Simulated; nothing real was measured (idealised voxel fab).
Documented hereafter: the process module known as voxel transistor to metal.
The figure presents cross-section cut, which has a width of 180 nm and is divided into square cells with an edge length of 5 nm.
When this document writes out a cross-section, it uses a grid of square cells and lists it as bands, beginning at the top and moving down, with a band standing for one or more rows of cells. What a band's entry tells you: where the top is and where the bottom is, as heights in nm, and after that what lies inside, material by material from left to right, each with its width in nm. Empty space is written as the word "blank", and a single material marked with the word "everywhere" occupies the band from edge to edge. Where do heights start? At 0: under that level the wafer as delivered is made of one material only. And the lowest band has no floor; it just carries on downward, as in "0 and below". A two-number width, for instance "30 to 40", indicates that the width is equal to the first number in the top row of the band and to the second number in the bottom row, and that it changes by a constant amount per row of cells. Step note "everything unchanged" = no cross-section cell changed. In "Internal closed voids" the enclosed voids are listed, meaning empty spaces of 8 cells or larger without any opening to the top. The form is width x height at distance, distance from the left edge, units nm. Formally, on a step line, whatever follows the settings is a remark that the simulator itself makes on the step. You can add "overlay nm" to a step's line. For a step with a mask, it describes how far the mask lay to the right of its planned position, and a negative number describes a lay to the left. Each pair below shows a cross-section before one step and the cross-section after it, down to the lowest band that changed. The line under each pair gives the step between them, with its settings. The pairs can come from different runs of this module on the same starting wafer, so a pair continues from the pair above only where its "Snapshot before" says so.

Snapshot before
    0 and below  Si everywhere
    Internal closed voids: none

Section, Post-Step
    5 down to 0  SiO2 everywhere
    below 0: unchanged
    Internal closed voids: none
Step lying between the two cross-sections just above: CONFORMAL_DEP (material SiO2; thk nm 5)

Snapshot before: This step starts from the configuration shown after the step in the pair immediately above.

Section, Post-Step
    15 down to 5  SiN everywhere
    below 5: unchanged
    Internal closed voids: none
Step lying between the two cross-sections just above: CONFORMAL_DEP (material SiN; thk nm 10)

Snapshot before: This step starts from the configuration shown after the step in the pair immediately above.

Section, Post-Step
    15 down to 5  35 nm blank, 105 nm SiN, 40 nm blank
    below 5: unchanged
    Internal closed voids: none
Step lying between the two cross-sections just above: MASKED_ETCH (tone cover; mask id ACTIVE; width nm 105; etch materials SiN; depth nm 10; overlay nm 0)

Snapshot before: This step starts from the configuration shown after the step in the pair immediately above.

Section, Post-Step
    15 down to 5  35 nm blank, 105 nm SiN, 40 nm blank
    5 down to 0  35 nm blank, 105 nm SiO2, 40 nm blank
    below 0: unchanged
    Internal closed voids: none
Step lying between the two cross-sections just above: MASKED_ETCH (tone cover; mask id ACTIVE; width nm 105; etch materials SiO2; depth nm 5; overlay nm 0)

Snapshot before: This step starts from the configuration shown after the step in the pair immediately above.

Section, Post-Step
    15 down to 5  35 nm blank, 105 nm SiN, 40 nm blank
    5 down to 0  35 nm blank, 105 nm SiO2, 40 nm blank
    0 down to -35  35 nm blank, 105 nm Si, 40 nm blank
    below -35: unchanged
    Internal closed voids: none
Step lying between the two cross-sections just above: MASKED_ETCH (tone cover; mask id ACTIVE; width nm 105; etch materials Si; depth nm 35; overlay nm 0)

Snapshot before: This step starts from the configuration shown after the step in the pair immediately above.

Section, Post-Step
    30 down to 15  SiO2 everywhere
    15 down to 5  35 nm SiO2, 105 nm SiN, 40 nm SiO2
    5 down to 0  SiO2 everywhere
    0 down to -35  35 nm SiO2, 105 nm Si, 40 nm SiO2
    below -35: unchanged
    Internal closed voids: none
Step lying between the two cross-sections just above: FILL_DEP (material SiO2; thk nm 15)

Snapshot before: This step starts from the configuration shown after the step in the pair immediately above.

Section, Post-Step
    15 down to 5  35 nm SiO2, 105 nm SiN, 40 nm SiO2
    below 5: unchanged
    Internal closed voids: none
Step lying between the two cross-sections just above: CMP (height nm 15)

Snapshot before: This step starts from the configuration shown after the step in the pair immediately above.

Section, Post-Step
    15 down to 10  35 nm blank, 105 nm SiN, 40 nm blank
    below 10: unchanged
    Internal closed voids: none
Step lying between the two cross-sections just above: SELECTIVE_ETCH (etch materials SiO2; depth nm 5)

Snapshot before: This step starts from the configuration shown after the step in the pair immediately above.

Section, Post-Step
    10 down to 5  35 nm SiO2, 105 nm blank, 40 nm SiO2
    below 5: unchanged
    Internal closed voids: none
Step lying between the two cross-sections just above: STRIP (etch materials SiN)

Snapshot before: This step starts from the configuration shown after the step in the pair immediately above.

Section, Post-Step
    5 down to 0  30 nm SiO2, 115 nm blank, 35 nm SiO2
    below 0: unchanged
    Internal closed voids: none
Step lying between the two cross-sections just above: SELECTIVE_ETCH (etch materials SiO2; depth nm 5)

Snapshot before: This step starts from the configuration shown after the step in the pair immediately above.

Section, Post-Step
    5 down to 0  30 nm SiO2, 115 nm blank, 35 nm SiO2
    0 down to -5  SiO2 everywhere
    below -5: unchanged
    Internal closed voids: none
Step lying between the two cross-sections just above: OXIDIZE (depth nm 5)

Snapshot before: This step starts from the configuration shown after the step in the pair immediately above.

Section, Post-Step
    25 down to 20  30 nm polySi, 115 nm blank, 35 nm polySi
    20 down to 5  polySi everywhere
    5 down to 0  30 nm SiO2, 115 nm polySi, 35 nm SiO2
    below 0: unchanged
    Internal closed voids: none
Step lying between the two cross-sections just above: DIRECTIONAL_DEP (material polySi; thk nm 20)

Snapshot before: This step starts from the configuration shown after the step in the pair immediately above.

Section, Post-Step
    35 down to 30  30 nm SiCN, 115 nm blank, 35 nm SiCN
    30 down to 25  SiCN everywhere
    25 down to 20  30 nm polySi, 115 nm SiCN, 35 nm polySi
    below 20: unchanged
    Internal closed voids: none
Step lying between the two cross-sections just above: DIRECTIONAL_DEP (material SiCN; thk nm 10)

Snapshot before: This step starts from the configuration shown after the step in the pair immediately above.

Section, Post-Step
    30 down to 25  75 nm blank, 25 nm SiCN, 80 nm blank
    25 down to 20  30 nm polySi, 45 nm blank, 25 nm SiCN, 45 nm blank, 35 nm polySi
    below 20: unchanged
    Internal closed voids: none
Step lying between the two cross-sections just above: MASKED_ETCH (tone cover; mask id GATE; width nm 25; etch materials SiCN; depth nm 20; overlay nm 0)

Snapshot before: This step starts from the configuration shown after the step in the pair immediately above.

Section, Post-Step
    30 down to 20  75 nm blank, 25 nm SiCN, 80 nm blank
    20 down to 5  75 nm blank, 25 nm polySi, 80 nm blank
    5 down to 0  30 nm SiO2, 45 nm blank, 25 nm polySi, 45 nm blank, 35 nm SiO2
    below 0: unchanged
    Internal closed voids: none
Step lying between the two cross-sections just above: MASKED_ETCH (tone cover; mask id GATE; width nm 25; etch materials polySi; depth nm 30; overlay nm 0)

Snapshot before: This step starts from the configuration shown after the step in the pair immediately above.

Section, Post-Step
    40 down to 30  65 nm blank, 45 nm SiN, 70 nm blank
    30 down to 20  65 nm blank, 10 nm SiN, 25 nm SiCN, 10 nm SiN, 70 nm blank
    20 down to 15  65 nm blank, 10 nm SiN, 25 nm polySi, 10 nm SiN, 70 nm blank
    15 down to 10  40 nm SiN, 25 nm blank, 10 nm SiN, 25 nm polySi, 10 nm SiN, 25 nm blank, 45 nm SiN
    10 down to 5  75 nm SiN, 25 nm polySi, 80 nm SiN
    5 down to 0  30 nm SiO2, 45 nm SiN, 25 nm polySi, 45 nm SiN, 35 nm SiO2
    below 0: unchanged
    Internal closed voids: none
Step lying between the two cross-sections just above: CONFORMAL_DEP (material SiN; thk nm 10)

Snapshot before: This step starts from the configuration shown after the step in the pair immediately above.

Section, Post-Step
    30 down to 20  65 nm blank, 10 nm SiN, 25 nm SiCN, 10 nm SiN, 70 nm blank
    20 down to 5  65 nm blank, 10 nm SiN, 25 nm polySi, 10 nm SiN, 70 nm blank
    5 down to 0  30 nm SiO2, 10 nm SiN, 25 nm blank, 10 nm SiN, 25 nm polySi, 10 nm SiN, 25 nm blank, 10 nm SiN, 35 nm SiO2
    below 0: unchanged
    Internal closed voids: none
Step lying between the two cross-sections just above: DIRECTIONAL_ETCH (etch materials SiN; depth nm 10)

Snapshot before: This step starts from the configuration shown after the step in the pair immediately above.

Section, Post-Step
    30 down to 20  65 nm blank, 10 nm SiN, 25 nm SiCN, 10 nm SiN, 70 nm blank
    20 down to 5  65 nm blank, 10 nm SiN, 25 nm polySi, 10 nm SiN, 70 nm blank
    5 down to 0  30 nm blank, 10 nm SiN, 25 nm blank, 10 nm SiN, 25 nm polySi, 10 nm SiN, 25 nm blank, 10 nm SiN, 35 nm blank
    0 down to -5  40 nm SiO2, 25 nm blank, 45 nm SiO2, 25 nm blank, 45 nm SiO2
    below -5: unchanged
    Internal closed voids: none
Step lying between the two cross-sections just above: DIRECTIONAL_ETCH (etch materials SiO2; depth nm 5)

Snapshot before: This step starts from the configuration shown after the step in the pair immediately above.

Section, Post-Step
    30 down to 20  65 nm blank, 10 nm SiN, 25 nm SiCN, 10 nm SiN, 70 nm blank
    20 down to 5  65 nm blank, 10 nm SiN, 25 nm polySi, 10 nm SiN, 70 nm blank
    5 down to 0  30 nm blank, 10 nm SiN, 25 nm blank, 10 nm SiN, 25 nm polySi, 10 nm SiN, 25 nm blank, 10 nm SiN, 35 nm blank
    0 down to -5  40 nm SiO2, 25 nm blank, 45 nm SiO2, 25 nm blank, 45 nm SiO2
    -5 down to -15  35 nm SiO2, 5 nm Si, 25 nm blank, 45 nm Si, 25 nm blank, 5 nm Si, 40 nm SiO2
    below -15: unchanged
    Internal closed voids: none
Step lying between the two cross-sections just above: DIRECTIONAL_ETCH (etch materials Si; depth nm 10)

Snapshot before: This step starts from the configuration shown after the step in the pair immediately above.

Section, Post-Step
    30 down to 20  65 nm blank, 10 nm SiN, 25 nm SiCN, 10 nm SiN, 70 nm blank
    20 down to 5  65 nm blank, 10 nm SiN, 25 nm polySi, 10 nm SiN, 70 nm blank
    5 down to 0  30 nm blank, 10 nm SiN, 10 nm nSi, 5 nm blank, 10 nm nSi, 10 nm SiN, 25 nm polySi, 10 nm SiN, 10 nm nSi, 5 nm blank, 10 nm nSi, 10 nm SiN, 35 nm blank
    0 down to -5  40 nm SiO2, 10 nm nSi, 5 nm blank, 10 nm nSi, 45 nm SiO2, 10 nm nSi, 5 nm blank, 10 nm nSi, 45 nm SiO2
    -5 down to -15  35 nm SiO2, 5 nm Si, 25 nm nSi, 45 nm Si, 25 nm nSi, 5 nm Si, 40 nm SiO2
    below -15: unchanged
    Internal closed voids: none
Step lying between the two cross-sections just above: EPI (material nSi; thk nm 10)

Snapshot before: This step starts from the configuration shown after the step in the pair immediately above.

Section, Post-Step
    35 down to 30  SiO2 everywhere
    30 down to 20  65 nm SiO2, 10 nm SiN, 25 nm SiCN, 10 nm SiN, 70 nm SiO2
    20 down to 5  65 nm SiO2, 10 nm SiN, 25 nm polySi, 10 nm SiN, 70 nm SiO2
    5 down to 0  30 nm SiO2, 10 nm SiN, 10 nm nSi, 5 nm SiO2, 10 nm nSi, 10 nm SiN, 25 nm polySi, 10 nm SiN, 10 nm nSi, 5 nm SiO2, 10 nm nSi, 10 nm SiN, 35 nm SiO2
    0 down to -5  40 nm SiO2, 10 nm nSi, 5 nm SiO2, 10 nm nSi, 45 nm SiO2, 10 nm nSi, 5 nm SiO2, 10 nm nSi, 45 nm SiO2
    below -5: unchanged
    Internal closed voids: none
Step lying between the two cross-sections just above: FILL_DEP (material SiO2; thk nm 5)

Snapshot before: This step starts from the configuration shown after the step in the pair immediately above.

Section, Post-Step
    30 down to 20  65 nm SiO2, 10 nm SiN, 25 nm SiCN, 10 nm SiN, 70 nm SiO2
    below 20: unchanged
    Internal closed voids: none
Step lying between the two cross-sections just above: CMP (height nm 30)

Snapshot before: This step starts from the configuration shown after the step in the pair immediately above.

Section, Post-Step
    45 down to 30  SiO2 everywhere
    below 30: unchanged
    Internal closed voids: none
Step lying between the two cross-sections just above: DIRECTIONAL_DEP (material SiO2; thk nm 15)

Snapshot before: This step starts from the configuration shown after the step in the pair immediately above.

Section, Post-Step
    60 down to 45  40 nm resist, 30 nm blank, 35 nm resist, 30 nm blank, 45 nm resist
    below 45: unchanged
    Internal closed voids: none
Step lying between the two cross-sections just above: PATTERN (tone open; mask id CONTACT; material resist; width nm 30; pitch nm 65; thk nm 15; overlay nm 0)

Snapshot before: This step starts from the configuration shown after the step in the pair immediately above.

Section, Post-Step
    60 down to 45  40 nm resist, 30 nm blank, 35 nm resist, 30 nm blank, 45 nm resist
    45 down to 30  40 nm SiO2, 30 nm blank, 35 nm SiO2, 30 nm blank, 45 nm SiO2
    30 down to 20  40 nm SiO2, 25 nm blank, 10 nm SiN, 25 nm SiCN, 10 nm SiN, 25 nm blank, 45 nm SiO2
    20 down to 5  40 nm SiO2, 25 nm blank, 10 nm SiN, 25 nm polySi, 10 nm SiN, 25 nm blank, 45 nm SiO2
    5 down to 0  30 nm SiO2, 10 nm SiN, 10 nm nSi, 5 nm blank, 10 nm nSi, 10 nm SiN, 25 nm polySi, 10 nm SiN, 10 nm nSi, 5 nm blank, 10 nm nSi, 10 nm SiN, 35 nm SiO2
    0 down to -5  40 nm SiO2, 10 nm nSi, 5 nm blank, 10 nm nSi, 45 nm SiO2, 10 nm nSi, 5 nm blank, 10 nm nSi, 45 nm SiO2
    below -5: unchanged
    Internal closed voids: none
Step lying between the two cross-sections just above: DIRECTIONAL_ETCH (etch materials SiO2; depth nm 50)

Snapshot before: This step starts from the configuration shown after the step in the pair immediately above.

Section, Post-Step
    45 down to 30  40 nm SiO2, 30 nm blank, 35 nm SiO2, 30 nm blank, 45 nm SiO2
    below 30: unchanged
    Internal closed voids: none
Step lying between the two cross-sections just above: STRIP (etch materials resist)

Snapshot before: This step starts from the configuration shown after the step in the pair immediately above.

Section, Post-Step
    50 down to 45  45 nm TiN, 20 nm blank, 45 nm TiN, 20 nm blank, 50 nm TiN
    45 down to 35  40 nm SiO2, 5 nm TiN, 20 nm blank, 5 nm TiN, 35 nm SiO2, 5 nm TiN, 20 nm blank, 5 nm TiN, 45 nm SiO2
    35 down to 30  40 nm SiO2, 5 nm TiN, 15 nm blank, 10 nm TiN, 35 nm SiO2, 10 nm TiN, 15 nm blank, 5 nm TiN, 45 nm SiO2
    30 down to 20  40 nm SiO2, 5 nm TiN, 15 nm blank, 5 nm TiN, 10 nm SiN, 25 nm SiCN, 10 nm SiN, 5 nm TiN, 15 nm blank, 5 nm TiN, 45 nm SiO2
    20 down to 10  40 nm SiO2, 5 nm TiN, 15 nm blank, 5 nm TiN, 10 nm SiN, 25 nm polySi, 10 nm SiN, 5 nm TiN, 15 nm blank, 5 nm TiN, 45 nm SiO2
    10 down to 5  40 nm SiO2, 25 nm TiN, 10 nm SiN, 25 nm polySi, 10 nm SiN, 25 nm TiN, 45 nm SiO2
    5 down to 0  30 nm SiO2, 10 nm SiN, 10 nm nSi, 5 nm TiN, 10 nm nSi, 10 nm SiN, 25 nm polySi, 10 nm SiN, 10 nm nSi, 5 nm TiN, 10 nm nSi, 10 nm SiN, 35 nm SiO2
    0 down to -5  40 nm SiO2, 10 nm nSi, 5 nm TiN, 10 nm nSi, 45 nm SiO2, 10 nm nSi, 5 nm TiN, 10 nm nSi, 45 nm SiO2
    below -5: unchanged
    Internal closed voids: none
Step lying between the two cross-sections just above: CONFORMAL_DEP (material TiN; thk nm 5)

Snapshot before: This step starts from the configuration shown after the step in the pair immediately above.

Section, Post-Step
    55 down to 50  W everywhere
    50 down to 45  45 nm TiN, 20 nm W, 45 nm TiN, 20 nm W, 50 nm TiN
    45 down to 35  40 nm SiO2, 5 nm TiN, 20 nm W, 5 nm TiN, 35 nm SiO2, 5 nm TiN, 20 nm W, 5 nm TiN, 45 nm SiO2
    35 down to 30  40 nm SiO2, 5 nm TiN, 15 nm W, 10 nm TiN, 35 nm SiO2, 10 nm TiN, 15 nm W, 5 nm TiN, 45 nm SiO2
    30 down to 20  40 nm SiO2, 5 nm TiN, 15 nm W, 5 nm TiN, 10 nm SiN, 25 nm SiCN, 10 nm SiN, 5 nm TiN, 15 nm W, 5 nm TiN, 45 nm SiO2
    20 down to 10  40 nm SiO2, 5 nm TiN, 15 nm W, 5 nm TiN, 10 nm SiN, 25 nm polySi, 10 nm SiN, 5 nm TiN, 15 nm W, 5 nm TiN, 45 nm SiO2
    below 10: unchanged
    Internal closed voids: none
Step lying between the two cross-sections just above: FILL_DEP (material W; thk nm 5)

Snapshot before: This step starts from the configuration shown after the step in the pair immediately above.

Section, Post-Step
    45 down to 35  40 nm SiO2, 5 nm TiN, 20 nm W, 5 nm TiN, 35 nm SiO2, 5 nm TiN, 20 nm W, 5 nm TiN, 45 nm SiO2
    below 35: unchanged
    Internal closed voids: none
Step lying between the two cross-sections just above: CMP (height nm 45)

Snapshot before: This step starts from the configuration shown after the step in the pair immediately above.

Section, Post-Step
    50 down to 45  SiCN everywhere
    below 45: unchanged
    Internal closed voids: none
Step lying between the two cross-sections just above: CONFORMAL_DEP (material SiCN; thk nm 5)

Snapshot before: This step starts from the configuration shown after the step in the pair immediately above.

Section, Post-Step
    75 down to 50  lowk everywhere
    below 50: unchanged
    Internal closed voids: none
Step lying between the two cross-sections just above: DIRECTIONAL_DEP (material lowk; thk nm 25)

Snapshot before: This step starts from the configuration shown after the step in the pair immediately above.

Section, Post-Step
    95 down to 75  40 nm resist, 15 nm blank, 65 nm resist, 15 nm blank, 45 nm resist
    below 75: unchanged
    Internal closed voids: none
Step lying between the two cross-sections just above: PATTERN (tone open; mask id METAL_1; material resist; width nm 15; pitch nm 80; thk nm 20; overlay nm 0)

Snapshot before: This step starts from the configuration shown after the step in the pair immediately above.

Section, Post-Step
    95 down to 75  40 nm resist, 15 nm blank, 65 nm resist, 15 nm blank, 45 nm resist
    75 down to 50  40 nm lowk, 15 nm blank, 65 nm lowk, 15 nm blank, 45 nm lowk
    below 50: unchanged
    Internal closed voids: none
Step lying between the two cross-sections just above: DIRECTIONAL_ETCH (etch materials lowk; depth nm 25)

Snapshot before: This step starts from the configuration shown after the step in the pair immediately above.

Section, Post-Step
    95 down to 75  40 nm resist, 15 nm blank, 65 nm resist, 15 nm blank, 45 nm resist
    75 down to 50  40 nm lowk, 15 nm blank, 65 nm lowk, 15 nm blank, 45 nm lowk
    50 down to 45  40 nm SiCN, 15 nm blank, 65 nm SiCN, 15 nm blank, 45 nm SiCN
    below 45: unchanged
    Internal closed voids: none
Step lying between the two cross-sections just above: DIRECTIONAL_ETCH (etch materials SiCN; depth nm 5)

Snapshot before: This step starts from the configuration shown after the step in the pair immediately above.

Section, Post-Step
    75 down to 50  40 nm lowk, 15 nm blank, 65 nm lowk, 15 nm blank, 45 nm lowk
    below 50: unchanged
    Internal closed voids: none
Step lying between the two cross-sections just above: STRIP (etch materials resist)

Snapshot before: This step starts from the configuration shown after the step in the pair immediately above.

Section, Post-Step
    80 down to 75  45 nm TiN, 5 nm blank, 75 nm TiN, 5 nm blank, 50 nm TiN
    75 down to 50  40 nm lowk, 5 nm TiN, 5 nm blank, 5 nm TiN, 65 nm lowk, 5 nm TiN, 5 nm blank, 5 nm TiN, 45 nm lowk
    50 down to 45  40 nm SiCN, 15 nm TiN, 65 nm SiCN, 15 nm TiN, 45 nm SiCN
    below 45: unchanged
    Internal closed voids: none
Step lying between the two cross-sections just above: CONFORMAL_DEP (material TiN; thk nm 5)

Snapshot before: This step starts from the configuration shown after the step in the pair immediately above.

Section, Post-Step
    90 down to 80  W everywhere
    80 down to 75  45 nm TiN, 5 nm W, 75 nm TiN, 5 nm W, 50 nm TiN
    75 down to 50  40 nm lowk, 5 nm TiN, 5 nm W, 5 nm TiN, 65 nm lowk, 5 nm TiN, 5 nm W, 5 nm TiN, 45 nm lowk
    below 50: unchanged
    Internal closed voids: none
Step lying between the two cross-sections just above: FILL_DEP (material W; thk nm 10)

Snapshot before: This step starts from the configuration shown after the step in the pair immediately above.

Section, Post-Step
    75 down to 50  40 nm lowk, 5 nm TiN, 5 nm W, 5 nm TiN, 65 nm lowk, 5 nm TiN, 5 nm W, 5 nm TiN, 45 nm lowk
    below 50: unchanged
    Internal closed voids: none
Step lying between the two cross-sections just above: CMP (height nm 75)

Snapshot before: This step starts from the configuration shown after the step in the pair immediately above.

Section, Post-Step
    80 down to 75  SiCN everywhere
    below 75: unchanged
    Internal closed voids: none
Step lying between the two cross-sections just above: CONFORMAL_DEP (material SiCN; thk nm 5)

Snapshot before: This step starts from the configuration shown after the step in the pair immediately above.

Section, Post-Step
    115 down to 80  SiO2 everywhere
    below 80: unchanged
    Internal closed voids: none
Step lying between the two cross-sections just above: DIRECTIONAL_DEP (material SiO2; thk nm 35)

Snapshot before: This step starts from the configuration shown after the step in the pair immediately above.

Section, Post-Step
    115 down to 95  40 nm SiO2, 15 nm blank, 65 nm SiO2, 15 nm blank, 45 nm SiO2
    below 95: unchanged
    Internal closed voids: none
Step lying between the two cross-sections just above: MASKED_ETCH (tone open; mask id METAL_2; width nm 15; pitch nm 80; etch materials SiO2; depth nm 20; overlay nm 0)

Snapshot before: This step starts from the configuration shown after the step in the pair immediately above.

Section, Post-Step
    125 down to 115  40 nm aC, 15 nm blank, 65 nm aC, 15 nm blank, 45 nm aC
    115 down to 105  40 nm SiO2, 15 nm blank, 65 nm SiO2, 15 nm blank, 45 nm SiO2
    105 down to 95  40 nm SiO2, 15 nm aC, 65 nm SiO2, 15 nm aC, 45 nm SiO2
    below 95: unchanged
    Internal closed voids: none
Step lying between the two cross-sections just above: DIRECTIONAL_DEP (material aC; thk nm 10)

Snapshot before: This step starts from the configuration shown after the step in the pair immediately above.

Section, Post-Step
    150 down to 125  40 nm resist, 15 nm blank, 65 nm resist, 15 nm blank, 45 nm resist
    below 125: unchanged
    Internal closed voids: none
Step lying between the two cross-sections just above: PATTERN (tone open; mask id METAL_2_HOLES; material resist; width nm 15; pitch nm 80; thk nm 25; overlay nm 0)

Snapshot before: This step starts from the configuration shown after the step in the pair immediately above.

Section, Post-Step
    140 down to 125  40 nm resist, 15 nm blank, 65 nm resist, 15 nm blank, 45 nm resist
    125 down to 115  40 nm aC, 15 nm blank, 65 nm aC, 15 nm blank, 45 nm aC
    115 down to 95  40 nm SiO2, 15 nm blank, 65 nm SiO2, 15 nm blank, 45 nm SiO2
    below 95: unchanged
    Internal closed voids: none
Step lying between the two cross-sections just above: DIRECTIONAL_ETCH (etch materials aC; depth nm 10)

Snapshot before: This step starts from the configuration shown after the step in the pair immediately above.

Section, Post-Step
    125 down to 115  40 nm aC, 15 nm blank, 65 nm aC, 15 nm blank, 45 nm aC
    below 115: unchanged
    Internal closed voids: none
Step lying between the two cross-sections just above: STRIP (etch materials resist)

Snapshot before: This step starts from the configuration shown after the step in the pair immediately above.

Section, Post-Step
    125 down to 115  40 nm aC, 15 nm blank, 65 nm aC, 15 nm blank, 45 nm aC
    115 down to 80  40 nm SiO2, 15 nm blank, 65 nm SiO2, 15 nm blank, 45 nm SiO2
    below 80: unchanged
    Internal closed voids: none
Step lying between the two cross-sections just above: DIRECTIONAL_ETCH (etch materials SiO2; depth nm 15)

Snapshot before: This step starts from the configuration shown after the step in the pair immediately above.

Section, Post-Step
    125 down to 115  40 nm aC, 15 nm blank, 65 nm aC, 15 nm blank, 45 nm aC
    115 down to 80  40 nm SiO2, 15 nm blank, 65 nm SiO2, 15 nm blank, 45 nm SiO2
    80 down to 75  40 nm SiCN, 15 nm blank, 65 nm SiCN, 15 nm blank, 45 nm SiCN
    below 75: unchanged
    Internal closed voids: none
Step lying between the two cross-sections just above: DIRECTIONAL_ETCH (etch materials SiCN; depth nm 5)

Snapshot before: This step starts from the configuration shown after the step in the pair immediately above.

Section, Post-Step
    115 down to 80  40 nm SiO2, 15 nm blank, 65 nm SiO2, 15 nm blank, 45 nm SiO2
    below 80: unchanged
    Internal closed voids: none
Step lying between the two cross-sections just above: STRIP (etch materials aC)

Snapshot before: This step starts from the configuration shown after the step in the pair immediately above.

Section, Post-Step
    120 down to 115  45 nm TiN, 5 nm blank, 75 nm TiN, 5 nm blank, 50 nm TiN
    115 down to 80  40 nm SiO2, 5 nm TiN, 5 nm blank, 5 nm TiN, 65 nm SiO2, 5 nm TiN, 5 nm blank, 5 nm TiN, 45 nm SiO2
    80 down to 75  40 nm SiCN, 15 nm TiN, 65 nm SiCN, 15 nm TiN, 45 nm SiCN
    below 75: unchanged
    Internal closed voids: none
Step lying between the two cross-sections just above: CONFORMAL_DEP (material TiN; thk nm 5)

Snapshot before: This step starts from the configuration shown after the step in the pair immediately above.

Section, Post-Step
    130 down to 120  Cu everywhere
    120 down to 115  45 nm TiN, 5 nm Cu, 75 nm TiN, 5 nm Cu, 50 nm TiN
    115 down to 80  40 nm SiO2, 5 nm TiN, 5 nm Cu, 5 nm TiN, 65 nm SiO2, 5 nm TiN, 5 nm Cu, 5 nm TiN, 45 nm SiO2
    below 80: unchanged
    Internal closed voids: none
Step lying between the two cross-sections just above: FILL_DEP (material Cu; thk nm 10)

Snapshot before: This step starts from the configuration shown after the step in the pair immediately above.

Section, Post-Step
    115 down to 80  40 nm SiO2, 5 nm TiN, 5 nm Cu, 5 nm TiN, 65 nm SiO2, 5 nm TiN, 5 nm Cu, 5 nm TiN, 45 nm SiO2
    below 80: unchanged
    Internal closed voids: none
Step lying between the two cross-sections just above: CMP (height nm 115)

Snapshot before: This step starts from the configuration shown after the step in the pair immediately above.

Section, Post-Step
    120 down to 115  SiCN everywhere
    below 115: unchanged
    Internal closed voids: none
Step lying between the two cross-sections just above: CONFORMAL_DEP (material SiCN; thk nm 5)

Snapshot before
    90 down to 80  W everywhere
    80 down to 75  45 nm TiN, 5 nm W, 75 nm TiN, 5 nm W, 50 nm TiN
    75 down to 50  40 nm lowk, 5 nm TiN, 5 nm W, 5 nm TiN, 65 nm lowk, 5 nm TiN, 5 nm W, 5 nm TiN, 45 nm lowk
    50 down to 45  40 nm SiCN, 15 nm TiN, 65 nm SiCN, 15 nm TiN, 45 nm SiCN
    45 down to 35  40 nm SiO2, 5 nm TiN, 20 nm W, 5 nm TiN, 35 nm SiO2, 5 nm TiN, 20 nm W, 5 nm TiN, 45 nm SiO2
    35 down to 30  40 nm SiO2, 5 nm TiN, 15 nm W, 10 nm TiN, 35 nm SiO2, 10 nm TiN, 15 nm W, 5 nm TiN, 45 nm SiO2
    30 down to 20  40 nm SiO2, 5 nm TiN, 15 nm W, 5 nm TiN, 10 nm SiN, 25 nm SiCN, 10 nm SiN, 5 nm TiN, 15 nm W, 5 nm TiN, 45 nm SiO2
    20 down to 10  40 nm SiO2, 5 nm TiN, 15 nm W, 5 nm TiN, 10 nm SiN, 25 nm polySi, 10 nm SiN, 5 nm TiN, 15 nm W, 5 nm TiN, 45 nm SiO2
    10 down to 5  40 nm SiO2, 25 nm TiN, 10 nm SiN, 25 nm polySi, 10 nm SiN, 25 nm TiN, 45 nm SiO2
    5 down to 0  30 nm SiO2, 10 nm SiN, 10 nm nSi, 5 nm TiN, 10 nm nSi, 10 nm SiN, 25 nm polySi, 10 nm SiN, 10 nm nSi, 5 nm TiN, 10 nm nSi, 10 nm SiN, 35 nm SiO2
    0 down to -5  40 nm SiO2, 10 nm nSi, 5 nm TiN, 10 nm nSi, 45 nm SiO2, 10 nm nSi, 5 nm TiN, 10 nm nSi, 45 nm SiO2
    -5 down to -15  35 nm SiO2, 5 nm Si, 25 nm nSi, 45 nm Si, 25 nm nSi, 5 nm Si, 40 nm SiO2
    -15 down to -35  35 nm SiO2, 105 nm Si, 40 nm SiO2
    -35 and below  Si everywhere
    Internal closed voids: none

Section, Post-Step
    95 down to 90  SiCN everywhere
    below 90: unchanged
    Internal closed voids: none
Step lying between the two cross-sections just above: CONFORMAL_DEP (material SiCN; thk nm 5)

Snapshot before: This step starts from the configuration shown after the step in the pair immediately above.

Section, Post-Step
    130 down to 95  SiO2 everywhere
    below 95: unchanged
    Internal closed voids: none
Step lying between the two cross-sections just above: DIRECTIONAL_DEP (material SiO2; thk nm 35)

Snapshot before: This step starts from the configuration shown after the step in the pair immediately above.

Section, Post-Step
    130 down to 110  40 nm SiO2, 15 nm blank, 65 nm SiO2, 15 nm blank, 45 nm SiO2
    below 110: unchanged
    Internal closed voids: none
Step lying between the two cross-sections just above: MASKED_ETCH (tone open; mask id METAL_2; width nm 15; pitch nm 80; etch materials SiO2; depth nm 20; overlay nm 0)

Snapshot before: This step starts from the configuration shown after the step in the pair immediately above.

Section, Post-Step
    140 down to 130  40 nm aC, 15 nm blank, 65 nm aC, 15 nm blank, 45 nm aC
    130 down to 120  40 nm SiO2, 15 nm blank, 65 nm SiO2, 15 nm blank, 45 nm SiO2
    120 down to 110  40 nm SiO2, 15 nm aC, 65 nm SiO2, 15 nm aC, 45 nm SiO2
    below 110: unchanged
    Internal closed voids: none
Step lying between the two cross-sections just above: DIRECTIONAL_DEP (material aC; thk nm 10)

Snapshot before: This step starts from the configuration shown after the step in the pair immediately above.

Section, Post-Step
    165 down to 140  40 nm resist, 15 nm blank, 65 nm resist, 15 nm blank, 45 nm resist
    below 140: unchanged
    Internal closed voids: none
Step lying between the two cross-sections just above: PATTERN (tone open; mask id METAL_2_HOLES; material resist; width nm 15; pitch nm 80; thk nm 25; overlay nm 0)

Snapshot before: This step starts from the configuration shown after the step in the pair immediately above.

Section, Post-Step
    155 down to 140  40 nm resist, 15 nm blank, 65 nm resist, 15 nm blank, 45 nm resist
    140 down to 130  40 nm aC, 15 nm blank, 65 nm aC, 15 nm blank, 45 nm aC
    130 down to 110  40 nm SiO2, 15 nm blank, 65 nm SiO2, 15 nm blank, 45 nm SiO2
    below 110: unchanged
    Internal closed voids: none
Step lying between the two cross-sections just above: DIRECTIONAL_ETCH (etch materials aC; depth nm 10)

Snapshot before: This step starts from the configuration shown after the step in the pair immediately above.

Section, Post-Step
    140 down to 130  40 nm aC, 15 nm blank, 65 nm aC, 15 nm blank, 45 nm aC
    below 130: unchanged
    Internal closed voids: none
Step lying between the two cross-sections just above: STRIP (etch materials resist)

Snapshot before: This step starts from the configuration shown after the step in the pair immediately above.

Section, Post-Step
    140 down to 130  40 nm aC, 15 nm blank, 65 nm aC, 15 nm blank, 45 nm aC
    130 down to 95  40 nm SiO2, 15 nm blank, 65 nm SiO2, 15 nm blank, 45 nm SiO2
    below 95: unchanged
    Internal closed voids: none
Step lying between the two cross-sections just above: DIRECTIONAL_ETCH (etch materials SiO2; depth nm 15)
